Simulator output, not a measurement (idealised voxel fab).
The following is a process module called voxel ribs on slabs.
cross-section cut | 205 nm wide | cells 5 nm
Cross-section spec: square-cell grid; bands listed top down; each band is one or more rows. Per band: top height and bottom height in nm, followed by the left-to-right materials and their widths in nm; "edge to edge" marks a single material spanning edge to edge, "empty" marks empty space. Height datum 0, below which the as-received substrate wafer is one material. Lowest band open at the bottom, running downward: "0 down". Note: "30 to 40" means the width goes from the first number (top row of the band) to the second number (bottom row) in equal steps per row of cells. Key: "remained unchanged" - step with no changed cell in the cross-section. Any empty space of 8 cells or more lacking an open way to the top shows up in "Listed closed voids" as width x height at distance, distance from the left edge, in nm. after a step's settings: what the simulator itself notes on the step. Each step line may optionally specify "overlay nm", which for a step with a mask gives the rightward distance between the mask's planned place and where it lay, a negative value indicating the leftward direction.
Steps planned for the process
- 1: RECEIVE with material Si
- 2: DIRECTIONAL_DEP with material SiO2, thk nm 20
- 3: DIRECTIONAL_DEP with material SiN, thk nm 25
- 4: DIRECTIONAL_DEP with material aC, thk nm 10
- 5: PATTERN with tone cover, mask id RIB, material resist, width nm 20, thk nm 25, overlay nm 0
- 6: DIRECTIONAL_ETCH with etch materials aC, depth nm 10
- 7: STRIP with etch materials resist
- 8: DIRECTIONAL_ETCH with etch materials SiN, depth nm 15
- 9: STRIP with etch materials aC
- 10: MASKED_ETCH with tone cover, mask id SLAB, width nm 70, etch materials SiN, depth nm 10, overlay nm 0
- 11: FILL_DEP with material SiO2, thk nm 20
- 12: CMP with height nm 55
- 13: DIRECTIONAL_DEP with material TiN, thk nm 5
- 14: PATTERN with tone cover, mask id HEATER, material resist, width nm 30, thk nm 15, overlay nm -15
- 15: DIRECTIONAL_ETCH with etch materials TiN, depth nm 5
- 16: STRIP with etch materials resist
- 17: CONFORMAL_DEP with material SiN, thk nm 10
Quick note for whoever runs this: the wafers start identical, but the overlay nm at step 14 isn't the same across them. The plan just shows what the first wafer had.
The first of several wafers in cross-section, exactly as it reached us after step 1
- 0 down | Si edge to edge
- Listed closed voids: none
End of module: cross-section of the first of several wafers after step 17, the last step
- 70 to 65 | empty 60 | SiN 50 | empty 95
- 65 to 60 | SiN edge to edge
- 60 to 55 | SiN 70 | TiN 30 | SiN 105
- 55 to 45 | SiO2 edge to edge
- 45 to 30 | SiO2 90 | SiN 20 | SiO2 95
- 30 to 20 | SiO2 65 | SiN 70 | SiO2 70
- 20 to 0 | SiO2 edge to edge
- 0 down | Si edge to edge
- Listed closed voids: none
End of module, last wafer sectioned
- 70 to 65 | empty 90 | SiN 50 | empty 65
- 65 to 60 | SiN edge to edge
- 60 to 55 | SiN 100 | TiN 30 | SiN 75
- 55 to 45 | SiO2 edge to edge
- 45 to 30 | SiO2 90 | SiN 20 | SiO2 95
- 30 to 20 | SiO2 65 | SiN 70 | SiO2 70
- 20 to 0 | SiO2 edge to edge
- 0 down | Si edge to edge
- Listed closed voids: none
Below is a per-wafer table. In it, each row describes the wafer at the end of the module by giving, for each material, the number of cells gained (+) or lost (-) since the wafer was received, and after that the closed voids of the wafer
overlay nm -15 | +126 SiN | +411 SiO2 | +6 TiN | Listed closed voids: none
overlay nm -10 | +126 SiN | +411 SiO2 | +6 TiN | Listed closed voids: none
overlay nm -5 | +126 SiN | +411 SiO2 | +6 TiN | Listed closed voids: none
overlay nm 0 | +126 SiN | +411 SiO2 | +6 TiN | Listed closed voids: none
overlay nm 5 | +126 SiN | +411 SiO2 | +6 TiN | Listed closed voids: none
overlay nm 10 | +126 SiN | +411 SiO2 | +6 TiN | Listed closed voids: none
overlay nm 15 | +126 SiN | +411 SiO2 | +6 TiN | Listed closed voids: none
